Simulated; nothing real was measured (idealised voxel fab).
Presented below is a process module, voxel gate over fins.
Cross-section cut: width 210 nm, square cells of 5 nm.
Cross-section layout: square cells on a grid; listed as bands, top to bottom; a band spans one or more cell rows. For a band, the entry starts with two heights in nm, that of the top and then that of the bottom, and carries on with the band's materials in order from left to right, each alongside its width in nm; the word "full width" beside a single material means it fills the band edge to edge, and "blank" means empty space. Zero point of the height axis is 0; under it, received wafer = one material. Lowest band: continues down indefinitely, "top 0, no bottom". Width spec "30->40" -> top row of cells at first value, bottom row at second value, equal per-row change in between. The designation "stayed the same", where it is given for a processing step, indicates that no cell of the cross-section was altered in the course of that step. "Encapsulated voids": empty spaces of 8 cells or more with no open way to the top, each given as width x height at distance, distance from the left edge, all in nm. If you see something after the settings on a step's line, that's the simulator's own remark about that step. overlay nm: on a step with a mask, how far right of its planned place the mask lay; negative means left.

Plan:
| 1 | RECEIVE | material Si |
| 2 | CONFORMAL_DEP | material SiN | thk nm 10 |
| 3 | DIRECTIONAL_DEP | material aC | thk nm 15 |
| 4 | PATTERN | tone cover | mask id FINS | material resist | width nm 15 | pitch nm 45 | thk nm 35 | overlay nm 0 |
| 5 | DIRECTIONAL_ETCH | etch materials aC | depth nm 15 |
| 6 | STRIP | etch materials resist |
| 7 | DIRECTIONAL_ETCH | etch materials SiN | depth nm 10 |
| 8 | DIRECTIONAL_ETCH | etch materials Si | depth nm 35 |
| 9 | STRIP | etch materials aC |
| 10 | FILL_DEP | material SiO2 | thk nm 15 |
| 11 | CMP | height nm 10 |
| 12 | SELECTIVE_ETCH | etch materials SiO2 | depth nm 25 |
| 13 | STRIP | etch materials SiN |
| 14 | CONFORMAL_DEP | material HfO2 | thk nm 5 |
| 15 | CONFORMAL_DEP | material TiN | thk nm 5 |
| 16 | CONFORMAL_DEP | material TiAl | thk nm 5 |
| 17 | CONFORMAL_DEP | material TiN | thk nm 5 |
| 18 | FILL_DEP | material W | thk nm 10 |
| 19 | CMP | height nm 25 |
| 20 | CONFORMAL_DEP | material SiCN | thk nm 5 |

The first of two wafers, run as planned:

Cross-section of the wafer as it came to us, i.e., already through step 1:
	top 0, no bottom  Si full width
	Encapsulated voids: none

Cross-section of the wafer after step 2:
	top 10, bottom 0  SiN full width
	At heights below 0, the structure remains unaltered.

Cross-section of the wafer after step 3:
	top 25, bottom 10  aC full width
	At heights below 10, the structure remains unaltered.

Cross-section of the wafer after step 4:
	top 60, bottom 25  blank: 50, resist: 15, blank: 30, resist: 15, blank: 30, resist: 15, blank: 55
	At heights below 25, the structure remains unaltered.

Cross-section of the wafer after step 5:
	top 45, bottom 25  blank: 50, resist: 15, blank: 30, resist: 15, blank: 30, resist: 15, blank: 55
	top 25, bottom 10  blank: 50, aC: 15, blank: 30, aC: 15, blank: 30, aC: 15, blank: 55
	At heights below 10, the structure remains unaltered.

Cross-section of the wafer after step 6:
	top 25, bottom 10  blank: 50, aC: 15, blank: 30, aC: 15, blank: 30, aC: 15, blank: 55
	At heights below 10, the structure remains unaltered.

Cross-section of the wafer after step 7:
	top 25, bottom 10  blank: 50, aC: 15, blank: 30, aC: 15, blank: 30, aC: 15, blank: 55
	top 10, bottom 0  blank: 50, SiN: 15, blank: 30, SiN: 15, blank: 30, SiN: 15, blank: 55
	At heights below 0, the structure remains unaltered.

Cross-section of the wafer after step 8:
	top 25, bottom 10  blank: 50, aC: 15, blank: 30, aC: 15, blank: 30, aC: 15, blank: 55
	top 10, bottom 0  blank: 50, SiN: 15, blank: 30, SiN: 15, blank: 30, SiN: 15, blank: 55
	top 0, bottom -35  blank: 50, Si: 15, blank: 30, Si: 15, blank: 30, Si: 15, blank: 55
	At heights below -35, the structure remains unaltered.

Cross-section of the wafer after step 9:
	top 10, bottom 0  blank: 50, SiN: 15, blank: 30, SiN: 15, blank: 30, SiN: 15, blank: 55
	At heights below 0, the structure remains unaltered.

Cross-section of the wafer after step 10:
	top 25, bottom 10  SiO2 full width
	top 10, bottom 0  SiO2: 50, SiN: 15, SiO2: 30, SiN: 15, SiO2: 30, SiN: 15, SiO2: 55
	top 0, bottom -35  SiO2: 50, Si: 15, SiO2: 30, Si: 15, SiO2: 30, Si: 15, SiO2: 55
	At heights below -35, the structure remains unaltered.

Cross-section of the wafer after step 11:
	top 10, bottom 0  SiO2: 50, SiN: 15, SiO2: 30, SiN: 15, SiO2: 30, SiN: 15, SiO2: 55
	At heights below 0, the structure remains unaltered.

Cross-section of the wafer after step 12:
	top 10, bottom 0  blank: 50, SiN: 15, blank: 30, SiN: 15, blank: 30, SiN: 15, blank: 55
	top 0, bottom -15  blank: 50, Si: 15, blank: 30, Si: 15, blank: 30, Si: 15, blank: 55
	At heights below -15, the structure remains unaltered.

Cross-section of the wafer after step 13:
	top 0, bottom -15  blank: 50, Si: 15, blank: 30, Si: 15, blank: 30, Si: 15, blank: 55
	At heights below -15, the structure remains unaltered.

Cross-section of the wafer after step 14:
	top 5, bottom 0  blank: 45, HfO2: 25, blank: 20, HfO2: 25, blank: 20, HfO2: 25, blank: 50
	top 0, bottom -10  blank: 45, HfO2: 5, Si: 15, HfO2: 5, blank: 20, HfO2: 5, Si: 15, HfO2: 5, blank: 20, HfO2: 5, Si: 15, HfO2: 5, blank: 50
	top -10, bottom -15  HfO2: 50, Si: 15, HfO2: 30, Si: 15, HfO2: 30, Si: 15, HfO2: 55
	At heights below -15, the structure remains unaltered.

Cross-section of the wafer after step 15:
	top 10, bottom 5  blank: 40, TiN: 35, blank: 10, TiN: 35, blank: 10, TiN: 35, blank: 45
	top 5, bottom 0  blank: 40, TiN: 5, HfO2: 25, TiN: 5, blank: 10, TiN: 5, HfO2: 25, TiN: 5, blank: 10, TiN: 5, HfO2: 25, TiN: 5, blank: 45
	top 0, bottom -5  blank: 40, TiN: 5, HfO2: 5, Si: 15, HfO2: 5, TiN: 5, blank: 10, TiN: 5, HfO2: 5, Si: 15, HfO2: 5, TiN: 5, blank: 10, TiN: 5, HfO2: 5, Si: 15, HfO2: 5, TiN: 5, blank: 45
	top -5, bottom -10  TiN: 45, HfO2: 5, Si: 15, HfO2: 5, TiN: 20, HfO2: 5, Si: 15, HfO2: 5, TiN: 20, HfO2: 5, Si: 15, HfO2: 5, TiN: 50
	At heights below -10, the structure remains unaltered.

Cross-section of the wafer after step 16:
	top 15, bottom 10  blank: 35, TiAl: 135, blank: 40
	top 10, bottom 5  blank: 35, TiAl: 5, TiN: 35, TiAl: 10, TiN: 35, TiAl: 10, TiN: 35, TiAl: 5, blank: 40
	top 5, bottom 0  blank: 35, TiAl: 5, TiN: 5, HfO2: 25, TiN: 5, TiAl: 10, TiN: 5, HfO2: 25, TiN: 5, TiAl: 10, TiN: 5, HfO2: 25, TiN: 5, TiAl: 5, blank: 40
	top 0, bottom -5  TiAl: 40, TiN: 5, HfO2: 5, Si: 15, HfO2: 5, TiN: 5, TiAl: 10, TiN: 5, HfO2: 5, Si: 15, HfO2: 5, TiN: 5, TiAl: 10, TiN: 5, HfO2: 5, Si: 15, HfO2: 5, TiN: 5, TiAl: 45
	At heights below -5, the structure remains unaltered.

Cross-section of the wafer after step 17:
	top 20, bottom 15  blank: 30, TiN: 145, blank: 35
	top 15, bottom 10  blank: 30, TiN: 5, TiAl: 135, TiN: 5, blank: 35
	top 10, bottom 5  blank: 30, TiN: 5, TiAl: 5, TiN: 35, TiAl: 10, TiN: 35, TiAl: 10, TiN: 35, TiAl: 5, TiN: 5, blank: 35
	top 5, bottom 0  TiN: 35, TiAl: 5, TiN: 5, HfO2: 25, TiN: 5, TiAl: 10, TiN: 5, HfO2: 25, TiN: 5, TiAl: 10, TiN: 5, HfO2: 25, TiN: 5, TiAl: 5, TiN: 40
	At heights below 0, the structure remains unaltered.

Cross-section of the wafer after step 18:
	top 30, bottom 20  W full width
	top 20, bottom 15  W: 30, TiN: 145, W: 35
	top 15, bottom 10  W: 30, TiN: 5, TiAl: 135, TiN: 5, W: 35
	top 10, bottom 5  W: 30, TiN: 5, TiAl: 5, TiN: 35, TiAl: 10, TiN: 35, TiAl: 10, TiN: 35, TiAl: 5, TiN: 5, W: 35
	At heights below 5, the structure remains unaltered.

Cross-section of the wafer after step 19:
	top 25, bottom 20  W full width
	At heights below 20, the structure remains unaltered.

Cross-section of the wafer after step 20:
	top 30, bottom 25  SiCN full width
	At heights below 25, the structure remains unaltered.

The Second Wafer: Common Origin and Plan, One Mistake in Execution, Identical to the First Through Step 16:

Second wafer, cut view, end of step 17 per plan:
	top 20, bottom 15  blank: 30, SiCN: 145, blank: 35
	top 15, bottom 10  blank: 30, SiCN: 5, TiAl: 135, SiCN: 5, blank: 35
	top 10, bottom 5  blank: 30, SiCN: 5, TiAl: 5, TiN: 35, TiAl: 10, TiN: 35, TiAl: 10, TiN: 35, TiAl: 5, SiCN: 5, blank: 35
	top 5, bottom 0  SiCN: 35, TiAl: 5, TiN: 5, HfO2: 25, TiN: 5, TiAl: 10, TiN: 5, HfO2: 25, TiN: 5, TiAl: 10, TiN: 5, HfO2: 25, TiN: 5, TiAl: 5, SiCN: 40
	At heights below 0, the structure remains unaltered.

Second wafer, cut view, end of step 18 per plan:
	top 30, bottom 20  W full width
	top 20, bottom 15  W: 30, SiCN: 145, W: 35
	top 15, bottom 10  W: 30, SiCN: 5, TiAl: 135, SiCN: 5, W: 35
	top 10, bottom 5  W: 30, SiCN: 5, TiAl: 5, TiN: 35, TiAl: 10, TiN: 35, TiAl: 10, TiN: 35, TiAl: 5, SiCN: 5, W: 35
	At heights below 5, the structure remains unaltered.

Second wafer, cut view, end of step 19 per plan:
	top 25, bottom 20  W full width
	At heights below 20, the structure remains unaltered.

Second wafer, cut view, end of step 20 per plan:
	top 30, bottom 25  SiCN full width
	At heights below 25, the structure remains unaltered.
Plan not followed: off-plan run, step 17, actual operation and settings CONFORMAL_DEP | material SiCN | thk nm 5
Final comparison by cell count, materials where the second wafer has more or fewer than the first: 48 more of SiCN, 48 fewer of TiN
